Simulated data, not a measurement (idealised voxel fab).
process module | voxel self aligned contacts
cross-section cut | 250 nm wide | cells 5 nm
A cross-section is a grid of square cells, given in bands from the top down. A band is one or more rows of cells.
Each band's line starts with the height of the band's top and of its bottom, in nm. Then come its materials from left to right, each with its width in nm. One material with "throughout" fills the band from edge to edge. "air" is empty space.
Height 0 is the level under which the wafer as received is all one material. The lowest band goes on downwards, as in "0 down".
A width such as "30 to 40" changes by the same amount from each row of cells to the next, from the band's top row to its bottom row.
"no change" after a step means that no cell of the cross-section changed.
closed voids: empty space of 8 cells or more with no open way to the top, each as width x height at its distance from the left edge, in nm
after a step's settings: what the simulator itself notes on the step
overlay nm, on a step with a mask: how far to the right of its planned place the mask lay; to the left if negative
plan
1 op RECEIVE | material Si
2 op CONFORMAL_DEP | material SiO2 | thk nm 5
3 op DIRECTIONAL_DEP | material polySi | thk nm 30
4 op DIRECTIONAL_DEP | material SiN | thk nm 15
5 op PATTERN | tone cover | mask id GATE | material resist | width nm 35 | pitch nm 60 | thk nm 15 | overlay nm 0
6 op DIRECTIONAL_ETCH | etch materials SiN | depth nm 15
7 op DIRECTIONAL_ETCH | etch materials polySi | depth nm 30
8 op STRIP | etch materials resist
9 op CONFORMAL_DEP | material SiN | thk nm 5
10 op DIRECTIONAL_ETCH | etch materials SiN | depth nm 5
11 op FILL_DEP | material SiO2 | thk nm 15
12 op CMP | height nm 60
13 op PATTERN | tone open | mask id CONTACT | material resist | width nm 35 | pitch nm 60 | thk nm 15 | overlay nm 0
14 op DIRECTIONAL_ETCH | etch materials SiO2 | depth nm 60
15 op STRIP | etch materials resist
16 op CONFORMAL_DEP | material TiN | thk nm 5
17 op FILL_DEP | material Ru | thk nm 5
18 op CMP | height nm 60
19 op CONFORMAL_DEP | material SiCN | thk nm 5
first wafer, as planned
as received, after step 1
  0 down: Si throughout
  closed voids: none
after step 2
  5 to 0: SiO2 throughout
  below 0: unchanged
after step 3
  35 to 5: polySi throughout
  below 5: unchanged
after step 4
  50 to 35: SiN throughout
  below 35: unchanged
after step 5
  65 to 50: air 45 | resist 35 | air 25 | resist 35 | air 25 | resist 35 | air 50
  below 50: unchanged
after step 6
  65 to 50: air 45 | resist 35 | air 25 | resist 35 | air 25 | resist 35 | air 50
  50 to 35: air 45 | SiN 35 | air 25 | SiN 35 | air 25 | SiN 35 | air 50
  below 35: unchanged
after step 7
  65 to 50: air 45 | resist 35 | air 25 | resist 35 | air 25 | resist 35 | air 50
  50 to 35: air 45 | SiN 35 | air 25 | SiN 35 | air 25 | SiN 35 | air 50
  35 to 5: air 45 | polySi 35 | air 25 | polySi 35 | air 25 | polySi 35 | air 50
  below 5: unchanged
after step 8
  50 to 35: air 45 | SiN 35 | air 25 | SiN 35 | air 25 | SiN 35 | air 50
  below 35: unchanged
after step 9
  55 to 35: air 40 | SiN 45 | air 15 | SiN 45 | air 15 | SiN 45 | air 45
  35 to 10: air 40 | SiN 5 | polySi 35 | SiN 5 | air 15 | SiN 5 | polySi 35 | SiN 5 | air 15 | SiN 5 | polySi 35 | SiN 5 | air 45
  10 to 5: SiN 45 | polySi 35 | SiN 25 | polySi 35 | SiN 25 | polySi 35 | SiN 50
  below 5: unchanged
after step 10
  50 to 35: air 40 | SiN 45 | air 15 | SiN 45 | air 15 | SiN 45 | air 45
  35 to 5: air 40 | SiN 5 | polySi 35 | SiN 5 | air 15 | SiN 5 | polySi 35 | SiN 5 | air 15 | SiN 5 | polySi 35 | SiN 5 | air 45
  below 5: unchanged
after step 11
  65 to 50: SiO2 throughout
  50 to 35: SiO2 40 | SiN 45 | SiO2 15 | SiN 45 | SiO2 15 | SiN 45 | SiO2 45
  35 to 5: SiO2 40 | SiN 5 | polySi 35 | SiN 5 | SiO2 15 | SiN 5 | polySi 35 | SiN 5 | SiO2 15 | SiN 5 | polySi 35 | SiN 5 | SiO2 45
  below 5: unchanged
after step 12
  60 to 50: SiO2 throughout
  below 50: unchanged
after step 13
  75 to 60: resist 75 | air 35 | resist 25 | air 35 | resist 80
  below 60: unchanged
after step 14
  75 to 60: resist 75 | air 35 | resist 25 | air 35 | resist 80
  60 to 50: SiO2 75 | air 35 | SiO2 25 | air 35 | SiO2 80
  50 to 35: SiO2 40 | SiN 45 | air 15 | SiN 45 | air 15 | SiN 45 | SiO2 45
  35 to 5: SiO2 40 | SiN 5 | polySi 35 | SiN 5 | air 15 | SiN 5 | polySi 35 | SiN 5 | air 15 | SiN 5 | polySi 35 | SiN 5 | SiO2 45
  5 to 0: SiO2 85 | air 15 | SiO2 45 | air 15 | SiO2 90
  below 0: unchanged
after step 15
  60 to 50: SiO2 75 | air 35 | SiO2 25 | air 35 | SiO2 80
  below 50: unchanged
after step 16
  65 to 60: TiN 80 | air 25 | TiN 35 | air 25 | TiN 85
  60 to 50: SiO2 75 | TiN 5 to 15 | air 25 to 5 | TiN 5 to 15 | SiO2 25 | TiN 5 to 15 | air 25 to 5 | TiN 5 to 15 | SiO2 80
  50 to 35: SiO2 40 | SiN 45 | TiN 5 | air 5 | TiN 5 | SiN 45 | TiN 5 | air 5 | TiN 5 | SiN 45 | SiO2 45
  35 to 5: SiO2 40 | SiN 5 | polySi 35 | SiN 5 | TiN 5 | air 5 | TiN 5 | SiN 5 | polySi 35 | SiN 5 | TiN 5 | air 5 | TiN 5 | SiN 5 | polySi 35 | SiN 5 | SiO2 45
  5 to 0: SiO2 85 | TiN 15 | SiO2 45 | TiN 15 | SiO2 90
  below 0: unchanged
after step 17
  70 to 65: Ru throughout
  65 to 60: TiN 80 | Ru 25 | TiN 35 | Ru 25 | TiN 85
  60 to 50: SiO2 75 | TiN 5 to 15 | Ru 25 to 5 | TiN 5 to 15 | SiO2 25 | TiN 5 to 15 | Ru 25 to 5 | TiN 5 to 15 | SiO2 80
  50 to 35: SiO2 40 | SiN 45 | TiN 5 | Ru 5 | TiN 5 | SiN 45 | TiN 5 | Ru 5 | TiN 5 | SiN 45 | SiO2 45
  35 to 5: SiO2 40 | SiN 5 | polySi 35 | SiN 5 | TiN 5 | Ru 5 | TiN 5 | SiN 5 | polySi 35 | SiN 5 | TiN 5 | Ru 5 | TiN 5 | SiN 5 | polySi 35 | SiN 5 | SiO2 45
  below 5: unchanged
after step 18
  60 to 50: SiO2 75 | TiN 5 to 15 | Ru 25 to 5 | TiN 5 to 15 | SiO2 25 | TiN 5 to 15 | Ru 25 to 5 | TiN 5 to 15 | SiO2 80
  below 50: unchanged
after step 19
  65 to 60: SiCN throughout
  below 60: unchanged
second wafer: like start, like plan, one mistake. Through step 12 it matches the first wafer
when step 13 should have ended
  75 to 60: resist 75 | air 40 | resist 20 | air 40 | resist 75
  below 60: unchanged
when step 14 should have ended
  75 to 60: resist 75 | air 40 | resist 20 | air 40 | resist 75
  60 to 50: SiO2 75 | air 40 | SiO2 20 | air 40 | SiO2 75
  50 to 35: SiO2 40 | SiN 45 | air 15 | SiN 45 | air 15 | SiN 45 | SiO2 45
  35 to 5: SiO2 40 | SiN 5 | polySi 35 | SiN 5 | air 15 | SiN 5 | polySi 35 | SiN 5 | air 15 | SiN 5 | polySi 35 | SiN 5 | SiO2 45
  5 to 0: SiO2 85 | air 15 | SiO2 45 | air 15 | SiO2 90
  below 0: unchanged
when step 15 should have ended
  60 to 50: SiO2 75 | air 40 | SiO2 20 | air 40 | SiO2 75
  below 50: unchanged
when step 16 should have ended
  65 to 60: TiN 80 | air 30 | TiN 30 | air 30 | TiN 80
  60 to 50: SiO2 75 | TiN 5 to 15 | air 30 to 5 | TiN 5 to 20 | SiO2 20 | TiN 5 to 15 | air 30 to 5 | TiN 5 to 20 | SiO2 75
  50 to 35: SiO2 40 | SiN 45 | TiN 5 | air 5 | TiN 5 | SiN 45 | TiN 5 | air 5 | TiN 5 | SiN 45 | SiO2 45
  35 to 5: SiO2 40 | SiN 5 | polySi 35 | SiN 5 | TiN 5 | air 5 | TiN 5 | SiN 5 | polySi 35 | SiN 5 | TiN 5 | air 5 | TiN 5 | SiN 5 | polySi 35 | SiN 5 | SiO2 45
  5 to 0: SiO2 85 | TiN 15 | SiO2 45 | TiN 15 | SiO2 90
  below 0: unchanged
when step 17 should have ended
  70 to 65: Ru throughout
  65 to 60: TiN 80 | Ru 30 | TiN 30 | Ru 30 | TiN 80
  60 to 50: SiO2 75 | TiN 5 to 15 | Ru 30 to 5 | TiN 5 to 20 | SiO2 20 | TiN 5 to 15 | Ru 30 to 5 | TiN 5 to 20 | SiO2 75
  50 to 35: SiO2 40 | SiN 45 | TiN 5 | Ru 5 | TiN 5 | SiN 45 | TiN 5 | Ru 5 | TiN 5 | SiN 45 | SiO2 45
  35 to 5: SiO2 40 | SiN 5 | polySi 35 | SiN 5 | TiN 5 | Ru 5 | TiN 5 | SiN 5 | polySi 35 | SiN 5 | TiN 5 | Ru 5 | TiN 5 | SiN 5 | polySi 35 | SiN 5 | SiO2 45
  below 5: unchanged
when step 18 should have ended
  60 to 50: SiO2 75 | TiN 5 to 15 | Ru 30 to 5 | TiN 5 to 20 | SiO2 20 | TiN 5 to 15 | Ru 30 to 5 | TiN 5 to 20 | SiO2 75
  below 50: unchanged
when step 19 should have ended
  65 to 60: SiCN throughout
  below 60: unchanged
what went wrong: step 13 ran as: op PATTERN | tone open | mask id CONTACT | material resist | width nm 40 | pitch nm 60 | thk nm 15 | overlay nm 0
at the end the second wafer has, in cells: 2 more of Ru | 4 fewer of SiO2 | 2 more of TiN
